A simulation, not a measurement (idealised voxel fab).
The name of this process module is voxel transistor to metal.
FYI the section here is cut, 215 nm wide, cells are 5 nm squares.
Bands, listed from the top down, are how a cross-section gets written in this document; the cross-section itself is a grid of square cells, and a band is one or more rows of them. Band: top height; bottom height; in nm. Then, left to right: material with width in nm, for each material. "edge to edge": a single material spanning edge to edge. "blank": empty space. Height datum 0, below which the as-received substrate wafer is one material. Lowest band open at the bottom, running downward: "0 -> down". Note: "30->40" means the width goes from the first number (top row of the band) to the second number (bottom row) in equal steps per row of cells. "nothing different" for a step: no cell of the cross-section changed in that step. Each empty space that has no open way to the top and spans at least 8 cells appears under "Closed void catalog" as width x height at distance, the distance counted from the left edge, all in nm. If you see something after the settings on a step's line, that's the simulator's own remark about that step. "overlay nm" answers the question of how far to the right of plan the mask lay on a step that has a mask, and when it is negative the answer is to the left. Pairs from here to the end. Each: cross-section before one process step, cross-section after it, the latter only as far down as the lowest band that changed. Under each: the step between, and its settings. Mind that the pairs may be taken from different runs of this module on the same starting wafer; whether a pair continues from the pair above depends on its entry headed "Before-step section", and it does only where that entry says so.

# Before-step section
  25 -> 20 | blank 85; SiN 10; blank 25; SiN 10; blank 85
  20 -> 0 | SiO2 85; SiN 10; blank 25; SiN 10; SiO2 85
  0 -> -5 | SiO2 80; pSi 5; SiO2 5; blank 35; SiO2 5; pSi 5; SiO2 80
  -5 -> -10 | SiO2 55; pSi 30; Si 45; pSi 30; SiO2 55
  -10 -> -30 | SiO2 55; Si 105; SiO2 55
  -30 -> down | Si edge to edge
  Closed void catalog: none

# Post-Step Snapshot
  30 -> 25 | blank 80; W 20; blank 15; W 20; blank 80
  25 -> 20 | W 85; SiN 10; W 5; blank 15; W 5; SiN 10; W 85
  20 -> 0 | SiO2 85; SiN 10; W 5; blank 15; W 5; SiN 10; SiO2 85
  0 -> -5 | SiO2 80; pSi 5; SiO2 5; W 35; SiO2 5; pSi 5; SiO2 80
  Under the height -5 nothing was changed.
  Closed void catalog: none
Which operation lies between the before and after views above? CONFORMAL_DEP,material W,thk nm 5

Before-step section: the wafer arrives at this step looking as the after cross-section in the pair just above shows it.

# Post-Step Snapshot
  35 -> 30 | blank 75; TiN 30; blank 5; TiN 30; blank 75
  30 -> 25 | TiN 80; W 20; TiN 5; blank 5; TiN 5; W 20; TiN 80
  25 -> 20 | W 85; SiN 10; W 5; TiN 5; blank 5; TiN 5; W 5; SiN 10; W 85
  20 -> 5 | SiO2 85; SiN 10; W 5; TiN 5; blank 5; TiN 5; W 5; SiN 10; SiO2 85
  5 -> 0 | SiO2 85; SiN 10; W 5; TiN 15; W 5; SiN 10; SiO2 85
  Under the height 0 nothing was changed.
  Closed void catalog: none
Which operation lies between the before and after views above? CONFORMAL_DEP,material TiN,thk nm 5

Before-step section: the wafer arrives at this step looking as the after cross-section in the pair just above shows it.

# Post-Step Snapshot
  45 -> 35 | W edge to edge
  35 -> 30 | W 75; TiN 30; W 5; TiN 30; W 75
  30 -> 25 | TiN 80; W 20; TiN 5; W 5; TiN 5; W 20; TiN 80
  25 -> 20 | W 85; SiN 10; W 5; TiN 5; W 5; TiN 5; W 5; SiN 10; W 85
  20 -> 5 | SiO2 85; SiN 10; W 5; TiN 5; W 5; TiN 5; W 5; SiN 10; SiO2 85
  Under the height 5 nothing was changed.
  Closed void catalog: none
Which operation lies between the before and after views above? FILL_DEP,material W,thk nm 10

Before-step section: the wafer arrives at this step looking as the after cross-section in the pair just above shows it.

# Post-Step Snapshot
  20 -> 5 | SiO2 85; SiN 10; W 5; TiN 5; W 5; TiN 5; W 5; SiN 10; SiO2 85
  Under the height 5 nothing was changed.
  Closed void catalog: none
Which operation lies between the before and after views above? CMP,height nm 20

Before-step section: the wafer arrives at this step looking as the after cross-section in the pair just above shows it.

# Post-Step Snapshot
  35 -> 20 | SiO2 edge to edge
  Under the height 20 nothing was changed.
  Closed void catalog: none
Which operation lies between the before and after views above? DIRECTIONAL_DEP,material SiO2,thk nm 15

Before-step section: the wafer arrives at this step looking as the after cross-section in the pair just above shows it.

# Post-Step Snapshot
  50 -> 35 | aC edge to edge
  Under the height 35 nothing was changed.
  Closed void catalog: none
Which operation lies between the before and after views above? DIRECTIONAL_DEP,material aC,thk nm 15

Before-step section: the wafer arrives at this step looking as the after cross-section in the pair just above shows it.

# Post-Step Snapshot
  85 -> 50 | resist 60; blank 20; resist 55; blank 20; resist 60
  Under the height 50 nothing was changed.
  Closed void catalog: none
Which operation lies between the before and after views above? PATTERN,tone open,mask id CONTACT,material resist,width nm 20,pitch nm 75,thk nm 35,overlay nm 0

Before-step section: the wafer arrives at this step looking as the after cross-section in the pair just above shows it.

# Post-Step Snapshot
  70 -> 50 | resist 60; blank 20; resist 55; blank 20; resist 60
  50 -> 35 | aC 60; blank 20; aC 55; blank 20; aC 60
  Under the height 35 nothing was changed.
  Closed void catalog: none
Which operation lies between the before and after views above? DIRECTIONAL_ETCH,etch materials aC,depth nm 15

Before-step section: the wafer arrives at this step looking as the after cross-section in the pair just above shows it.

# Post-Step Snapshot
  50 -> 35 | aC 60; blank 20; aC 55; blank 20; aC 60
  Under the height 35 nothing was changed.
  Closed void catalog: none
Which operation lies between the before and after views above? STRIP,etch materials resist

Before-step section: the wafer arrives at this step looking as the after cross-section in the pair just above shows it.

# Post-Step Snapshot
  50 -> 35 | aC 60; blank 20; aC 55; blank 20; aC 60
  35 -> 20 | SiO2 60; blank 20; SiO2 55; blank 20; SiO2 60
  20 -> 5 | SiO2 60; blank 20; SiO2 5; SiN 10; W 5; TiN 5; W 5; TiN 5; W 5; SiN 10; SiO2 5; blank 20; SiO2 60
  5 -> 0 | SiO2 60; blank 20; SiO2 5; SiN 10; W 5; TiN 15; W 5; SiN 10; SiO2 5; blank 20; SiO2 60
  0 -> -5 | SiO2 60; blank 20; pSi 5; SiO2 5; W 35; SiO2 5; pSi 5; blank 20; SiO2 60
  Under the height -5 nothing was changed.
  Closed void catalog: none
Which operation lies between the before and after views above? DIRECTIONAL_ETCH,etch materials SiO2,depth nm 40

Before-step section: the wafer arrives at this step looking as the after cross-section in the pair just above shows it.

# Post-Step Snapshot
  35 -> 20 | SiO2 60; blank 20; SiO2 55; blank 20; SiO2 60
  Under the height 20 nothing was changed.
  Closed void catalog: none
Which operation lies between the before and after views above? STRIP,etch materials aC

Before-step section: the wafer arrives at this step looking as the after cross-section in the pair just above shows it.

# Post-Step Snapshot
  40 -> 35 | TiN 65; blank 10; TiN 65; blank 10; TiN 65
  35 -> 20 | SiO2 60; TiN 5; blank 10; TiN 5; SiO2 55; TiN 5; blank 10; TiN 5; SiO2 60
  20 -> 5 | SiO2 60; TiN 5; blank 10; TiN 5; SiO2 5; SiN 10; W 5; TiN 5; W 5; TiN 5; W 5; SiN 10; SiO2 5; TiN 5; blank 10; TiN 5; SiO2 60
  5 -> 0 | SiO2 60; TiN 5; blank 10; TiN 5; SiO2 5; SiN 10; W 5; TiN 15; W 5; SiN 10; SiO2 5; TiN 5; blank 10; TiN 5; SiO2 60
  0 -> -5 | SiO2 60; TiN 20; pSi 5; SiO2 5; W 35; SiO2 5; pSi 5; TiN 20; SiO2 60
  Under the height -5 nothing was changed.
  Closed void catalog: none
Which operation lies between the before and after views above? CONFORMAL_DEP,material TiN,thk nm 5

Before-step section: the wafer arrives at this step looking as the after cross-section in the pair just above shows it.

# Post-Step Snapshot
  50 -> 40 | W edge to edge
  40 -> 35 | TiN 65; W 10; TiN 65; W 10; TiN 65
  35 -> 20 | SiO2 60; TiN 5; W 10; TiN 5; SiO2 55; TiN 5; W 10; TiN 5; SiO2 60
  20 -> 5 | SiO2 60; TiN 5; W 10; TiN 5; SiO2 5; SiN 10; W 5; TiN 5; W 5; TiN 5; W 5; SiN 10; SiO2 5; TiN 5; W 10; TiN 5; SiO2 60
  5 -> 0 | SiO2 60; TiN 5; W 10; TiN 5; SiO2 5; SiN 10; W 5; TiN 15; W 5; SiN 10; SiO2 5; TiN 5; W 10; TiN 5; SiO2 60
  Under the height 0 nothing was changed.
  Closed void catalog: none
Which operation lies between the before and after views above? FILL_DEP,material W,thk nm 10

Before-step section: the wafer arrives at this step looking as the after cross-section in the pair just above shows it.

# Post-Step Snapshot
  35 -> 20 | SiO2 60; TiN 5; W 10; TiN 5; SiO2 55; TiN 5; W 10; TiN 5; SiO2 60
  Under the height 20 nothing was changed.
  Closed void catalog: none
Which operation lies between the before and after views above? CMP,height nm 35

Before-step section: the wafer arrives at this step looking as the after cross-section in the pair just above shows it.

# Post-Step Snapshot
  40 -> 35 | TiN edge to edge
  Under the height 35 nothing was changed.
  Closed void catalog: none
Which operation lies between the before and after views above? DIRECTIONAL_DEP,material TiN,thk nm 5

Before-step section: the wafer arrives at this step looking as the after cross-section in the pair just above shows it.

# Post-Step Snapshot
  65 -> 40 | W edge to edge
  Under the height 40 nothing was changed.
  Closed void catalog: none
Which operation lies between the before and after views above? DIRECTIONAL_DEP,material W,thk nm 25

Before-step section: the wafer arrives at this step looking as the after cross-section in the pair just above shows it.

# Post-Step Snapshot
  75 -> 65 | aC edge to edge
  Under the height 65 nothing was changed.
  Closed void catalog: none
Which operation lies between the before and after views above? DIRECTIONAL_DEP,material aC,thk nm 10

Before-step section: the wafer arrives at this step looking as the after cross-section in the pair just above shows it.

# Post-Step Snapshot
  100 -> 75 | blank 60; resist 20; blank 55; resist 20; blank 60
  Under the height 75 nothing was changed.
  Closed void catalog: none
Which operation lies between the before and after views above? PATTERN,tone cover,mask id METAL_1,material resist,width nm 20,pitch nm 75,thk nm 25,overlay nm 0

Before-step section: the wafer arrives at this step looking as the after cross-section in the pair just above shows it.

# Post-Step Snapshot
  90 -> 75 | blank 60; resist 20; blank 55; resist 20; blank 60
  75 -> 65 | blank 60; aC 20; blank 55; aC 20; blank 60
  Under the height 65 nothing was changed.
  Closed void catalog: none
Which operation lies between the before and after views above? DIRECTIONAL_ETCH,etch materials aC,depth nm 10

Before-step section: the wafer arrives at this step looking as the after cross-section in the pair just above shows it.

# Post-Step Snapshot
  75 -> 65 | blank 60; aC 20; blank 55; aC 20; blank 60
  Under the height 65 nothing was changed.
  Closed void catalog: none
Which operation lies between the before and after views above? STRIP,etch materials resist

Before-step section: the wafer arrives at this step looking as the after cross-section in the pair just above shows it.

# Post-Step Snapshot
  75 -> 65 | blank 60; aC 20; blank 55; aC 20; blank 60
  65 -> 40 | blank 60; W 20; blank 55; W 20; blank 60
  Under the height 40 nothing was changed.
  Closed void catalog: none
Which operation lies between the before and after views above? DIRECTIONAL_ETCH,etch materials W,depth nm 25

Before-step section: the wafer arrives at this step looking as the after cross-section in the pair just above shows it.

# Post-Step Snapshot
  75 -> 65 | blank 60; aC 20; blank 55; aC 20; blank 60
  65 -> 40 | blank 60; W 20; blank 55; W 20; blank 60
  40 -> 35 | blank 60; TiN 20; blank 55; TiN 20; blank 60
  Under the height 35 nothing was changed.
  Closed void catalog: none
Which operation lies between the before and after views above? DIRECTIONAL_ETCH,etch materials TiN,depth nm 5

Before-step section: the wafer arrives at this step looking as the after cross-section in the pair just above shows it.

# Post-Step Snapshot
  65 -> 40 | blank 60; W 20; blank 55; W 20; blank 60
  Under the height 40 nothing was changed.
  Closed void catalog: none
Which operation lies between the before and after views above? STRIP,etch materials aC

Before-step section: the wafer arrives at this step looking as the after cross-section in the pair just above shows it.

# Post-Step Snapshot
  75 -> 65 | SiO2 edge to edge
  65 -> 40 | SiO2 60; W 20; SiO2 55; W 20; SiO2 60
  40 -> 35 | SiO2 60; TiN 20; SiO2 55; TiN 20; SiO2 60
  Under the height 35 nothing was changed.
  Closed void catalog: none
Which operation lies between the before and after views above? FILL_DEP,material SiO2,thk nm 10

Before-step section: the wafer arrives at this step looking as the after cross-section in the pair just above shows it.

# Post-Step Snapshot
  65 -> 40 | SiO2 60; W 20; SiO2 55; W 20; SiO2 60
  Under the height 40 nothing was changed.
  Closed void catalog: none
Which operation lies between the before and after views above? CMP,height nm 65

Before-step section: the wafer arrives at this step looking as the after cross-section in the pair just above shows it.

# Post-Step Snapshot
  70 -> 65 | SiCN edge to edge
  Under the height 65 nothing was changed.
  Closed void catalog: none
Which operation lies between the before and after views above? CONFORMAL_DEP,material SiCN,thk nm 5

Before-step section: the wafer arrives at this step looking as the after cross-section in the pair just above shows it.

# Post-Step Snapshot
  105 -> 70 | SiO2 edge to edge
  Under the height 70 nothing was changed.
  Closed void catalog: none
Which operation lies between the before and after views above? DIRECTIONAL_DEP,material SiO2,thk nm 35

Before-step section: the wafer arrives at this step looking as the after cross-section in the pair just above shows it.

# Post-Step Snapshot
  105 -> 85 | SiO2 60; blank 20; SiO2 55; blank 20; SiO2 60
  Under the height 85 nothing was changed.
  Closed void catalog: none
Which operation lies between the before and after views above? MASKED_ETCH,tone open,mask id METAL_2,width nm 20,pitch nm 75,etch materials SiO2,depth nm 20,overlay nm 0

Before-step section: the wafer arrives at this step looking as the after cross-section in the pair just above shows it.

# Post-Step Snapshot
  125 -> 105 | resist 60; blank 15; resist 60; blank 15; resist 65
  105 -> 85 | SiO2 60; blank 15; resist 5; SiO2 55; blank 15; resist 5; SiO2 60
  Under the height 85 nothing was changed.
  Closed void catalog: none
Which operation lies between the before and after views above? PATTERN,tone open,mask id METAL_2_HOLES,material resist,width nm 15,pitch nm 75,thk nm 20,overlay nm 0

Before-step section: the wafer arrives at this step looking as the after cross-section in the pair just above shows it.

# Post-Step Snapshot
  125 -> 105 | resist 60; blank 15; resist 60; blank 15; resist 65
  105 -> 85 | SiO2 60; blank 15; resist 5; SiO2 55; blank 15; resist 5; SiO2 60
  85 -> 70 | SiO2 60; blank 15; SiO2 60; blank 15; SiO2 65
  Under the height 70 nothing was changed.
  Closed void catalog: none
Which operation lies between the before and after views above? DIRECTIONAL_ETCH,etch materials SiO2,depth nm 15

Before-step section: the wafer arrives at this step looking as the after cross-section in the pair just above shows it.

# Post-Step Snapshot
  125 -> 105 | resist 60; blank 15; resist 60; blank 15; resist 65
  105 -> 85 | SiO2 60; blank 15; resist 5; SiO2 55; blank 15; resist 5; SiO2 60
  85 -> 70 | SiO2 60; blank 15; SiO2 60; blank 15; SiO2 65
  70 -> 65 | SiCN 60; blank 15; SiCN 60; blank 15; SiCN 65
  Under the height 65 nothing was changed.
  Closed void catalog: none
Which operation lies between the before and after views above? DIRECTIONAL_ETCH,etch materials SiCN,depth nm 5

Before-step section: the wafer arrives at this step looking as the after cross-section in the pair just above shows it.

# Post-Step Snapshot
  105 -> 85 | SiO2 60; blank 20; SiO2 55; blank 20; SiO2 60
  Under the height 85 nothing was changed.
  Closed void catalog: none
Which operation lies between the before and after views above? STRIP,etch materials resist

Before-step section: the wafer arrives at this step looking as the after cross-section in the pair just above shows it.

# Post-Step Snapshot
  110 -> 105 | TiN 65; blank 10; TiN 65; blank 10; TiN 65
  105 -> 90 | SiO2 60; TiN 5; blank 10; TiN 5; SiO2 55; TiN 5; blank 10; TiN 5; SiO2 60
  90 -> 85 | SiO2 60; TiN 5; blank 5; TiN 10; SiO2 55; TiN 5; blank 5; TiN 10; SiO2 60
  85 -> 70 | SiO2 60; TiN 5; blank 5; TiN 5; SiO2 60; TiN 5; blank 5; TiN 5; SiO2 65
  70 -> 65 | SiCN 60; TiN 15; SiCN 60; TiN 15; SiCN 65
  Under the height 65 nothing was changed.
  Closed void catalog: none
Which operation lies between the before and after views above? CONFORMAL_DEP,material TiN,thk nm 5

Before-step section: the wafer arrives at this step looking as the after cross-section in the pair just above shows it.

# Post-Step Snapshot
  115 -> 110 | Ru edge to edge
  110 -> 105 | TiN 65; Ru 10; TiN 65; Ru 10; TiN 65
  105 -> 90 | SiO2 60; TiN 5; Ru 10; TiN 5; SiO2 55; TiN 5; Ru 10; TiN 5; SiO2 60
  90 -> 85 | SiO2 60; TiN 5; Ru 5; TiN 10; SiO2 55; TiN 5; Ru 5; TiN 10; SiO2 60
  85 -> 70 | SiO2 60; TiN 5; Ru 5; TiN 5; SiO2 60; TiN 5; Ru 5; TiN 5; SiO2 65
  Under the height 70 nothing was changed.
  Closed void catalog: none
Which operation lies between the before and after views above? FILL_DEP,material Ru,thk nm 5

Before-step section: the wafer arrives at this step looking as the after cross-section in the pair just above shows it.

# Post-Step Snapshot
  105 -> 90 | SiO2 60; TiN 5; Ru 10; TiN 5; SiO2 55; TiN 5; Ru 10; TiN 5; SiO2 60
  Under the height 90 nothing was changed.
  Closed void catalog: none
Which operation lies between the before and after views above? CMP,height nm 105

Before-step section: the wafer arrives at this step looking as the after cross-section in the pair just above shows it.

# Post-Step Snapshot
  110 -> 105 | SiN edge to edge
  Under the height 105 nothing was changed.
  Closed void catalog: none
Which operation lies between the before and after views above? CONFORMAL_DEP,material SiN,thk nm 5

# Before-step section
  105 -> 70 | SiO2 edge to edge
  70 -> 65 | SiCN edge to edge
  65 -> 40 | SiO2 60; W 20; SiO2 55; W 20; SiO2 60
  40 -> 35 | SiO2 60; TiN 20; SiO2 55; TiN 20; SiO2 60
  35 -> 20 | SiO2 60; TiN 5; W 10; TiN 5; SiO2 55; TiN 5; W 10; TiN 5; SiO2 60
  20 -> 5 | SiO2 60; TiN 5; W 10; TiN 5; SiO2 5; SiN 10; HfO2 5; TiN 5; W 5; TiN 5; HfO2 5; SiN 10; SiO2 5; TiN 5; W 10; TiN 5; SiO2 60
  5 -> 0 | SiO2 60; TiN 5; W 10; TiN 5; SiO2 5; SiN 10; HfO2 5; TiN 15; HfO2 5; SiN 10; SiO2 5; TiN 5; W 10; TiN 5; SiO2 60
  0 -> -5 | SiO2 60; TiN 20; pSi 5; SiO2 5; HfO2 35; SiO2 5; pSi 5; TiN 20; SiO2 60
  -5 -> -10 | SiO2 55; pSi 30; Si 45; pSi 30; SiO2 55
  -10 -> -30 | SiO2 55; Si 105; SiO2 55
  -30 -> down | Si edge to edge
  Closed void catalog: none

# Post-Step Snapshot
  105 -> 85 | blank 60; SiO2 20; blank 55; SiO2 20; blank 60
  Under the height 85 nothing was changed.
  Closed void catalog: none
Which operation lies between the before and after views above? MASKED_ETCH,tone cover,mask id METAL_2,width nm 20,pitch nm 75,etch materials SiO2,depth nm 20,overlay nm 0

Before-step section: the wafer arrives at this step looking as the after cross-section in the pair just above shows it.

# Post-Step Snapshot
  125 -> 105 | resist 60; blank 15; resist 60; blank 15; resist 65
  105 -> 85 | resist 60; SiO2 20; resist 55; SiO2 20; resist 60
  Under the height 85 nothing was changed.
  Closed void catalog: none
Which operation lies between the before and after views above? PATTERN,tone open,mask id METAL_2_HOLES,material resist,width nm 15,pitch nm 75,thk nm 20,overlay nm 0

Before-step section: the wafer arrives at this step looking as the after cross-section in the pair just above shows it.

# Post-Step Snapshot
  125 -> 105 | resist 60; blank 15; resist 60; blank 15; resist 65
  105 -> 90 | resist 60; blank 15; SiO2 5; resist 55; blank 15; SiO2 5; resist 60
  Under the height 90 nothing was changed.
  Closed void catalog: none
Which operation lies between the before and after views above? DIRECTIONAL_ETCH,etch materials SiO2,depth nm 15

Before-step section: the wafer arrives at this step looking as the after cross-section in the pair just above shows it.

# Post-Step Snapshot
  105 -> 90 | blank 75; SiO2 5; blank 70; SiO2 5; blank 60
  90 -> 85 | blank 60; SiO2 20; blank 55; SiO2 20; blank 60
  Under the height 85 nothing was changed.
  Closed void catalog: none
Which operation lies between the before and after views above? STRIP,etch materials resist

Before-step section: the wafer arrives at this step looking as the after cross-section in the pair just above shows it.

# Post-Step Snapshot
  110 -> 105 | blank 70; TiN 15; blank 60; TiN 15; blank 55
  105 -> 95 | blank 70; TiN 5; SiO2 5; TiN 5; blank 60; TiN 5; SiO2 5; TiN 5; blank 55
  95 -> 90 | blank 55; TiN 20; SiO2 5; TiN 5; blank 45; TiN 20; SiO2 5; TiN 5; blank 55
  90 -> 85 | TiN 60; SiO2 20; TiN 55; SiO2 20; TiN 60
  Under the height 85 nothing was changed.
  Closed void catalog: none
Which operation lies between the before and after views above? CONFORMAL_DEP,material TiN,thk nm 5

Before-step section: the wafer arrives at this step looking as the after cross-section in the pair just above shows it.

# Post-Step Snapshot
  115 -> 110 | Ru edge to edge
  110 -> 105 | Ru 70; TiN 15; Ru 60; TiN 15; Ru 55
  105 -> 95 | Ru 70; TiN 5; SiO2 5; TiN 5; Ru 60; TiN 5; SiO2 5; TiN 5; Ru 55
  95 -> 90 | Ru 55; TiN 20; SiO2 5; TiN 5; Ru 45; TiN 20; SiO2 5; TiN 5; Ru 55
  Under the height 90 nothing was changed.
  Closed void catalog: none
Which operation lies between the before and after views above? FILL_DEP,material Ru,thk nm 5

Before-step section: the wafer arrives at this step looking as the after cross-section in the pair just above shows it.

# Post-Step Snapshot
  105 -> 95 | Ru 70; TiN 5; SiO2 5; TiN 5; Ru 60; TiN 5; SiO2 5; TiN 5; Ru 55
  Under the height 95 nothing was changed.
  Closed void catalog: none
Which operation lies between the before and after views above? CMP,height nm 105

Before-step section: the wafer arrives at this step looking as the after cross-section in the pair just above shows it.

# Post-Step Snapshot
  110 -> 105 | SiN edge to edge
  Under the height 105 nothing was changed.
  Closed void catalog: none
Which operation lies between the before and after views above? CONFORMAL_DEP,material SiN,thk nm 5
